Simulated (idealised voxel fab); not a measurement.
A process module follows: voxel spacer lines.
The cross-section shown here is cut; it is 280 nm wide and divided into square cells measuring 5 nm on a side.
Notation: cross-section as square-cell grid; stated in bands, top first, going down; one or more cell rows per band. Each band's line starts with the height of the band's top and of its bottom, in nm. Then come its materials from left to right, each with its width in nm. One material with "throughout" fills the band from edge to edge. "empty" is empty space. Where do heights start? At 0: under that level the wafer as delivered is made of one material only. And the lowest band has no floor; it just carries on downward, as in "0 nm and below". With a width like "30 to 40", each row of cells in the band differs from the next by the same amount, the top row carrying the first number and the bottom row the second. For the purposes of this document, the phrase "no alterations made" attached to a step denotes that no cell within the cross-section was modified by that step. You'll see "Closed internal voids" listing empty spaces that have no way open to the top, as long as they're 8 cells or more; the notation is width x height at distance, where the distance is from the left edge, and all of it is in nm. Where a step's line continues beyond its settings, the continuation is a remark by the simulator itself on that step. overlay nm: right-of-plan distance of the mask on a masked step; negative values mean left-of-plan.

Process steps foreseen in the plan:
1. RECEIVE [material Si]
2. CONFORMAL_DEP [material Al2O3] [thk nm 10]
3. DIRECTIONAL_DEP [material SiN] [thk nm 10]
4. DIRECTIONAL_DEP [material aC] [thk nm 20]
5. PATTERN [tone cover] [mask id MANDREL] [material resist] [width nm 15] [pitch nm 50] [thk nm 25] [overlay nm 0]
6. DIRECTIONAL_ETCH [etch materials aC] [depth nm 20]
7. STRIP [etch materials resist]
8. CONFORMAL_DEP [material SiO2] [thk nm 10]
9. DIRECTIONAL_ETCH [etch materials SiO2] [depth nm 10]
10. STRIP [etch materials aC]
11. DIRECTIONAL_ETCH [etch materials SiN] [depth nm 10]
12. STRIP [etch materials SiO2]
13. FILL_DEP [material SiO2] [thk nm 10]
14. CMP [height nm 20]

Received-state cross-section, reflecting completion of step 1:
* 0 nm and below | Si throughout
* Closed internal voids: none

Cross-sectional view of the first of the two wafers upon completion of the module, processed in accordance with the plan:
* 20 nm to 10 nm | SiO2 95 | SiN 10 | SiO2 15 | SiN 10 | SiO2 15 | SiN 10 | SiO2 15 | SiN 10 | SiO2 100
* 10 nm to 0 nm | Al2O3 throughout
* 0 nm and below | Si throughout
* Closed internal voids: none

Wafer two, end of module, cross-section. Same start, same plan as wafer one. One mistake in the run:
* 20 nm to 10 nm | SiO2 throughout
* 10 nm to 0 nm | SiO2 95 | SiN 10 | SiO2 15 | SiN 10 | SiO2 15 | SiN 10 | SiO2 15 | SiN 10 | SiO2 100
* 0 nm and below | Si throughout
* Closed internal voids: none
Heads up, the wafer didn't run the way we planned it: step 2 of the plan got skipped, so it never ran
End check, counted in cells, second wafer has more or fewer of these materials than the first: -112 Al2O3; +112 SiO2
